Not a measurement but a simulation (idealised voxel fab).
Module name: voxel trench capacitor (process module)
Section shown: cut. Width: 200 nm. Cell size: 5 nm, square.
Each cross-section below is a grid of square cells, stated as bands in top-down order, with one or more rows of cells making up each band.
This entry defines a band. It first specifies the height of the band's top and the height of its bottom in nm, and then specifies the band's materials from left to right, stating each material with its width in nm. The word "all across" identifies a single material that fills the band from edge to edge, while the word "air" identifies empty space.
The reference from which all heights are counted is 0, the level beneath which the as-received wafer is entirely one material; the lowest band, having no lower bound, proceeds downward and is written after the example "top 0, no bottom".
A width such as "30..40" changes by the same amount from each row of cells to the next, from the band's top row to its bottom row.
Step note "stayed the same" = no cross-section cell changed.
Each empty space that has no open way to the top and spans at least 8 cells appears under "Closed void list" as width x height at distance, the distance counted from the left edge, all in nm.
Post-settings text on a step line: simulator's own remark regarding the step.
overlay nm: how far to the right of its planned place the mask lay on this masked step (negative: to the left).

-- Planned process steps
1. RECEIVE [material Si]
2. CONFORMAL_DEP [material SiN] [thk nm 5]
3. PATTERN [tone open] [mask id TRENCH] [material resist] [width nm 30] [pitch nm 45] [thk nm 15] [overlay nm 0]
4. DIRECTIONAL_ETCH [etch materials SiN] [depth nm 5]
5. DIRECTIONAL_ETCH [etch materials Si] [depth nm 35]
6. STRIP [etch materials resist]
7. CONFORMAL_DEP [material Al2O3] [thk nm 5]
8. CONFORMAL_DEP [material TiN] [thk nm 5]
9. FILL_DEP [material W] [thk nm 5]
10. CMP [height nm 5]

-- Run as planned: first of two wafers

-- Shown in cross-section is the wafer as received, that is, as it stands after step 1
* top 0, no bottom = Si all across
* Closed void list: none

-- Cross-section: wafer state after step 2
* top 5, bottom 0 = SiN all across
* Heights below 0 show no change.

-- Cross-section: wafer state after step 3
* top 20, bottom 5 = resist: 60, then air: 30, then resist: 15, then air: 30, then resist: 65
* Heights below 5 show no change.

-- Cross-section: wafer state after step 4
* top 20, bottom 5 = resist: 60, then air: 30, then resist: 15, then air: 30, then resist: 65
* top 5, bottom 0 = SiN: 60, then air: 30, then SiN: 15, then air: 30, then SiN: 65
* Heights below 0 show no change.

-- Cross-section: wafer state after step 5
* top 20, bottom 5 = resist: 60, then air: 30, then resist: 15, then air: 30, then resist: 65
* top 5, bottom 0 = SiN: 60, then air: 30, then SiN: 15, then air: 30, then SiN: 65
* top 0, bottom -35 = Si: 60, then air: 30, then Si: 15, then air: 30, then Si: 65
* Heights below -35 show no change.

-- Cross-section: wafer state after step 6
* top 5, bottom 0 = SiN: 60, then air: 30, then SiN: 15, then air: 30, then SiN: 65
* Heights below 0 show no change.

-- Cross-section: wafer state after step 7
* top 10, bottom 5 = Al2O3: 65, then air: 20, then Al2O3: 25, then air: 20, then Al2O3: 70
* top 5, bottom 0 = SiN: 60, then Al2O3: 5, then air: 20, then Al2O3: 5, then SiN: 15, then Al2O3: 5, then air: 20, then Al2O3: 5, then SiN: 65
* top 0, bottom -30 = Si: 60, then Al2O3: 5, then air: 20, then Al2O3: 5, then Si: 15, then Al2O3: 5, then air: 20, then Al2O3: 5, then Si: 65
* top -30, bottom -35 = Si: 60, then Al2O3: 30, then Si: 15, then Al2O3: 30, then Si: 65
* Heights below -35 show no change.

-- Cross-section: wafer state after step 8
* top 15, bottom 10 = TiN: 70, then air: 10, then TiN: 35, then air: 10, then TiN: 75
* top 10, bottom 5 = Al2O3: 65, then TiN: 5, then air: 10, then TiN: 5, then Al2O3: 25, then TiN: 5, then air: 10, then TiN: 5, then Al2O3: 70
* top 5, bottom 0 = SiN: 60, then Al2O3: 5, then TiN: 5, then air: 10, then TiN: 5, then Al2O3: 5, then SiN: 15, then Al2O3: 5, then TiN: 5, then air: 10, then TiN: 5, then Al2O3: 5, then SiN: 65
* top 0, bottom -25 = Si: 60, then Al2O3: 5, then TiN: 5, then air: 10, then TiN: 5, then Al2O3: 5, then Si: 15, then Al2O3: 5, then TiN: 5, then air: 10, then TiN: 5, then Al2O3: 5, then Si: 65
* top -25, bottom -30 = Si: 60, then Al2O3: 5, then TiN: 20, then Al2O3: 5, then Si: 15, then Al2O3: 5, then TiN: 20, then Al2O3: 5, then Si: 65
* Heights below -30 show no change.

-- Cross-section: wafer state after step 9
* top 20, bottom 15 = W all across
* top 15, bottom 10 = TiN: 70, then W: 10, then TiN: 35, then W: 10, then TiN: 75
* top 10, bottom 5 = Al2O3: 65, then TiN: 5, then W: 10, then TiN: 5, then Al2O3: 25, then TiN: 5, then W: 10, then TiN: 5, then Al2O3: 70
* top 5, bottom 0 = SiN: 60, then Al2O3: 5, then TiN: 5, then W: 10, then TiN: 5, then Al2O3: 5, then SiN: 15, then Al2O3: 5, then TiN: 5, then W: 10, then TiN: 5, then Al2O3: 5, then SiN: 65
* top 0, bottom -25 = Si: 60, then Al2O3: 5, then TiN: 5, then W: 10, then TiN: 5, then Al2O3: 5, then Si: 15, then Al2O3: 5, then TiN: 5, then W: 10, then TiN: 5, then Al2O3: 5, then Si: 65
* Heights below -25 show no change.

-- Cross-section: wafer state after step 10
* top 5, bottom 0 = SiN: 60, then Al2O3: 5, then TiN: 5, then W: 10, then TiN: 5, then Al2O3: 5, then SiN: 15, then Al2O3: 5, then TiN: 5, then W: 10, then TiN: 5, then Al2O3: 5, then SiN: 65
* Heights below 0 show no change.

-- The second wafer was prepared from the same starting point and under the same plan as the first; its processing contained one mistake, and it remains indistinguishable from the first wafer up to and including step 6

-- Cross-section, second wafer, at the end time the plan gives for step 7
* top 10, bottom 5 = TiN: 65, then air: 20, then TiN: 25, then air: 20, then TiN: 70
* top 5, bottom 0 = SiN: 60, then TiN: 5, then air: 20, then TiN: 5, then SiN: 15, then TiN: 5, then air: 20, then TiN: 5, then SiN: 65
* top 0, bottom -30 = Si: 60, then TiN: 5, then air: 20, then TiN: 5, then Si: 15, then TiN: 5, then air: 20, then TiN: 5, then Si: 65
* top -30, bottom -35 = Si: 60, then TiN: 30, then Si: 15, then TiN: 30, then Si: 65
* Heights below -35 show no change.

-- Cross-section, second wafer, at the end time the plan gives for step 8
* top 15, bottom 10 = Al2O3: 70, then air: 10, then Al2O3: 35, then air: 10, then Al2O3: 75
* top 10, bottom 5 = TiN: 65, then Al2O3: 5, then air: 10, then Al2O3: 5, then TiN: 25, then Al2O3: 5, then air: 10, then Al2O3: 5, then TiN: 70
* top 5, bottom 0 = SiN: 60, then TiN: 5, then Al2O3: 5, then air: 10, then Al2O3: 5, then TiN: 5, then SiN: 15, then TiN: 5, then Al2O3: 5, then air: 10, then Al2O3: 5, then TiN: 5, then SiN: 65
* top 0, bottom -25 = Si: 60, then TiN: 5, then Al2O3: 5, then air: 10, then Al2O3: 5, then TiN: 5, then Si: 15, then TiN: 5, then Al2O3: 5, then air: 10, then Al2O3: 5, then TiN: 5, then Si: 65
* top -25, bottom -30 = Si: 60, then TiN: 5, then Al2O3: 20, then TiN: 5, then Si: 15, then TiN: 5, then Al2O3: 20, then TiN: 5, then Si: 65
* Heights below -30 show no change.

-- Cross-section, second wafer, at the end time the plan gives for step 9
* top 20, bottom 15 = W all across
* top 15, bottom 10 = Al2O3: 70, then W: 10, then Al2O3: 35, then W: 10, then Al2O3: 75
* top 10, bottom 5 = TiN: 65, then Al2O3: 5, then W: 10, then Al2O3: 5, then TiN: 25, then Al2O3: 5, then W: 10, then Al2O3: 5, then TiN: 70
* top 5, bottom 0 = SiN: 60, then TiN: 5, then Al2O3: 5, then W: 10, then Al2O3: 5, then TiN: 5, then SiN: 15, then TiN: 5, then Al2O3: 5, then W: 10, then Al2O3: 5, then TiN: 5, then SiN: 65
* top 0, bottom -25 = Si: 60, then TiN: 5, then Al2O3: 5, then W: 10, then Al2O3: 5, then TiN: 5, then Si: 15, then TiN: 5, then Al2O3: 5, then W: 10, then Al2O3: 5, then TiN: 5, then Si: 65
* Heights below -25 show no change.

-- Cross-section, second wafer, at the end time the plan gives for step 10
* top 5, bottom 0 = SiN: 60, then TiN: 5, then Al2O3: 5, then W: 10, then Al2O3: 5, then TiN: 5, then SiN: 15, then TiN: 5, then Al2O3: 5, then W: 10, then Al2O3: 5, then TiN: 5, then SiN: 65
* Heights below 0 show no change.
Which mistake was made when the wafer was run? steps 7 and 8: order swapped relative to plan
End of process, cell counts, second wafer against first, materials with more or fewer: 8 fewer of Al2O3; 8 more of TiN
